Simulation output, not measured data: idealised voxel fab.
Process module, titled voxel capacitor over wiring
The cross-section on display is named cut; it measures 180 nm wide, and its cells are 5 nm squares.
This document writes a cross-section as a grid whose cells are square, and gives it as bands, listed from the top down; one or more rows of cells form a band. Heads up on the band format: heights come first, top then bottom, in nm. After that it's the materials left to right, each with its width in nm. A single material flagged "everywhere" fills the whole band edge to edge, and "air" means there's empty space there. Height 0 is the level under which the wafer as received is all one material. The lowest band goes on downwards, as in "0 down". The width entry "30->40" should be interpreted row by row: the top row of cells in the band takes the first number, the bottom row takes the second number, and the change between adjacent rows is uniform throughout. "remained the same" means the step left every cell of the cross-section as it was. Empty spaces counting at least 8 cells and having no open way to the top are listed in "Tabulated closed voids". The notation width x height at distance is used for each, the distance being from the left edge and all three values in nm. Post-settings text on a step line: simulator's own remark regarding the step. What "overlay nm" on a step's line means: if the step has a mask, that mask lay this far to the right of its planned place, or, when the value is negative, to the left.

THE PLANNED PROCESS STEPS ARE ENUMERATED HEREUNDER
1 RECEIVE [material Si]
2 CONFORMAL_DEP [material SiO2] [thk nm 10]
3 CONFORMAL_DEP [material SiN] [thk nm 5]
4 DIRECTIONAL_DEP [material lowk] [thk nm 15]
5 DIRECTIONAL_DEP [material aC] [thk nm 10]
6 PATTERN [tone open] [mask id METAL_1] [material resist] [width nm 20] [pitch nm 80] [thk nm 30] [overlay nm 0]
7 DIRECTIONAL_ETCH [etch materials aC] [depth nm 10]
8 STRIP [etch materials resist]
9 DIRECTIONAL_ETCH [etch materials lowk] [depth nm 15]
10 DIRECTIONAL_ETCH [etch materials SiN] [depth nm 5]
11 STRIP [etch materials aC]
12 CONFORMAL_DEP [material TiN] [thk nm 5]
13 FILL_DEP [material W] [thk nm 10]
14 CMP [height nm 30]
15 EPI [material Ru] [thk nm 5]
16 FILL_DEP [material SiCN] [thk nm 5]
17 DIRECTIONAL_DEP [material lowk] [thk nm 20]
18 MASKED_ETCH [tone open] [mask id PLUG_1] [width nm 15] [etch materials lowk] [depth nm 20] [overlay nm 0]
19 MASKED_ETCH [tone open] [mask id PLUG_1] [width nm 15] [etch materials SiCN] [depth nm 5] [overlay nm 0]
20 CONFORMAL_DEP [material TiN] [thk nm 5]
21 FILL_DEP [material Cu] [thk nm 10]
22 CMP [height nm 60]
23 DIRECTIONAL_DEP [material TiN] [thk nm 10]
24 DIRECTIONAL_DEP [material Al2O3] [thk nm 5]
25 DIRECTIONAL_DEP [material TiN] [thk nm 10]
26 DIRECTIONAL_DEP [material aC] [thk nm 10]
27 PATTERN [tone cover] [mask id UPPER_PLATE] [material resist] [width nm 65] [thk nm 30] [overlay nm 0]
28 DIRECTIONAL_ETCH [etch materials aC] [depth nm 10]
29 STRIP [etch materials resist]
30 DIRECTIONAL_ETCH [etch materials TiN] [depth nm 10]
31 DIRECTIONAL_ETCH [etch materials Al2O3] [depth nm 5]
32 STRIP [etch materials aC]
33 DIRECTIONAL_DEP [material aC] [thk nm 15]
34 PATTERN [tone cover] [mask id LOWER_PLATE] [material resist] [width nm 75] [thk nm 30] [overlay nm 0]
35 DIRECTIONAL_ETCH [etch materials aC] [depth nm 15]
36 STRIP [etch materials resist]
37 DIRECTIONAL_ETCH [etch materials TiN] [depth nm 10]
38 STRIP [etch materials aC]
39 FILL_DEP [material SiO2] [thk nm 15]
40 CMP [height nm 95]
41 MASKED_ETCH [tone open] [mask id PLUG_2] [width nm 15] [etch materials SiO2] [depth nm 10] [overlay nm 0]
42 CONFORMAL_DEP [material TiN] [thk nm 5]
43 FILL_DEP [material W] [thk nm 10]
44 CMP [height nm 95]
45 CONFORMAL_DEP [material SiCN] [thk nm 5]

THE CROSS-SECTION HERE SHOWS THE WAFER AS RECEIVED, I.E. IN ITS STATE AFTER STEP 1
> 0 down = Si everywhere
> Tabulated closed voids: none

END-OF-MODULE XS, FIRST OF TWO WAFERS, RUN AS PLANNED
> 100 to 95 = SiCN everywhere
> 95 to 90 = 55 nm SiO2, then 5 nm TiN, then 5 nm W, then 5 nm TiN, then 110 nm SiO2
> 90 to 85 = 55 nm SiO2, then 15 nm TiN, then 110 nm SiO2
> 85 to 75 = 45 nm SiO2, then 65 nm TiN, then 70 nm SiO2
> 75 to 70 = 45 nm SiO2, then 65 nm Al2O3, then 70 nm SiO2
> 70 to 60 = 40 nm SiO2, then 75 nm TiN, then 65 nm SiO2
> 60 to 40 = 45 nm lowk, then 5 nm TiN, then 5 nm Cu, then 5 nm TiN, then 120 nm lowk
> 40 to 35 = 45 nm SiCN, then 15 nm TiN, then 120 nm SiCN
> 35 to 30 = 35 nm SiCN, then 30 nm Ru, then 50 nm SiCN, then 30 nm Ru, then 35 nm SiCN
> 30 to 15 = 40 nm lowk, then 5 nm TiN, then 10 nm W, then 5 nm TiN, then 60 nm lowk, then 5 nm TiN, then 10 nm W, then 5 nm TiN, then 40 nm lowk
> 15 to 10 = 40 nm SiN, then 20 nm TiN, then 60 nm SiN, then 20 nm TiN, then 40 nm SiN
> 10 to 0 = SiO2 everywhere
> 0 down = Si everywhere
> Tabulated closed voids: none

SAME START, SAME PLAN AS THE FIRST WAFER - BUT ONE MISTAKE IN THE RUN. CROSS-SECTION OF THE SECOND OF THE TWO AT THE END OF THE MODULE
> 100 to 95 = SiCN everywhere
> 95 to 90 = 55 nm SiO2, then 5 nm TiN, then 5 nm W, then 5 nm TiN, then 110 nm SiO2
> 90 to 85 = 55 nm SiO2, then 15 nm TiN, then 110 nm SiO2
> 85 to 75 = 45 nm SiO2, then 65 nm TiN, then 70 nm SiO2
> 75 to 70 = 45 nm SiO2, then 65 nm Al2O3, then 70 nm SiO2
> 70 to 60 = 40 nm SiO2, then 75 nm TiN, then 65 nm SiO2
> 60 to 40 = 45 nm lowk, then 5 nm TiN, then 5 nm Cu, then 5 nm TiN, then 120 nm lowk
> 40 to 35 = 45 nm SiCN, then 15 nm TiN, then 120 nm SiCN
> 35 to 30 = 45 nm Ru, then 10 nm SiCN, then 70 nm Ru, then 10 nm SiCN, then 45 nm Ru
> 30 to 15 = 35 nm W, then 5 nm TiN, then 20 nm lowk, then 5 nm TiN, then 50 nm W, then 5 nm TiN, then 20 nm lowk, then 5 nm TiN, then 35 nm W
> 15 to 10 = 40 nm TiN, then 20 nm SiN, then 60 nm TiN, then 20 nm SiN, then 40 nm TiN
> 10 to 0 = SiO2 everywhere
> 0 down = Si everywhere
> Tabulated closed voids: none
The plan and the run diverged here: step 6 ran as: PATTERN [tone cover] [mask id METAL_1] [material resist] [width nm 20] [pitch nm 80] [thk nm 30] [overlay nm 0]
End of process, cell counts, second wafer against first, materials with more or fewer: Ru +20, SiCN -20, SiN -20, TiN +20, W +60, lowk -60
